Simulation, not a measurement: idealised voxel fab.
The process module that follows is named voxel local oxidation.
Square cells of 5 nm make up the cross-section cut, whose width is 155 nm.
Cross-section spec: square-cell grid; bands listed top down; each band is one or more rows.
First you get the band's top height and its bottom height, in nm, and then the materials it's made of, left to right, with each width in nm. If you see a single material with "full width", that one covers the band edge to edge. "blank" is empty space.
Heads up on the height convention: 0 is the point under which the incoming wafer is all one material, and the lowest band has no bottom, it just keeps going down, like "0 -> down".
Width: "30..40" (first number = top row, second number = bottom row, same change from row to row of cells).
"identical to before" for a step: no cell of the cross-section changed in that step.
The list in "Entrapped void list" covers empty spaces of 8 cells or more that cannot reach the top through any open way, and it gives each as width x height at distance; the distance is from the left edge, and width, height and distance are in nm.
Note: text after step settings on the step line = simulator remark on that step.
"overlay nm" on a masked step: distance the mask lay right of its planned place, negative for left.
Here's what the planned process steps look like:
| 1 | RECEIVE [material Si] |
| 2 | CONFORMAL_DEP [material SiO2] [thk nm 5] |
| 3 | CONFORMAL_DEP [material SiN] [thk nm 10] |
| 4 | DIRECTIONAL_DEP [material aC] [thk nm 15] |
| 5 | PATTERN [tone cover] [mask id ACTIVE] [material resist] [width nm 125] [thk nm 30] [overlay nm 0] |
| 6 | DIRECTIONAL_ETCH [etch materials aC] [depth nm 15] |
| 7 | STRIP [etch materials resist] |
| 8 | DIRECTIONAL_ETCH [etch materials SiN] [depth nm 10] |
| 9 | STRIP [etch materials aC] |
| 10 | SELECTIVE_ETCH [etch materials SiO2] [depth nm 5] |
| 11 | OXIDIZE [depth nm 10] |
| 12 | STRIP [etch materials SiN] |
Incoming wafer, cross-sectional view, post step 1:
	0 -> down | Si full width
	Entrapped void list: none
The plan above was carried out on the starting structure above with one mistake, and this cross-section shows the wafer at the end of the module:
	5 -> 0 | 25 nm blank | 110 nm SiO2 | 20 nm blank
	0 -> -10 | 35 nm SiO2 | 90 nm Si | 30 nm SiO2
	-10 -> down | Si full width
	Entrapped void list: none
Diagnosis: heads up, step 5 didn't go per plan, it actually ran as PATTERN [tone cover] [mask id ACTIVE] [material resist] [width nm 120] [thk nm 30] [overlay nm 0]
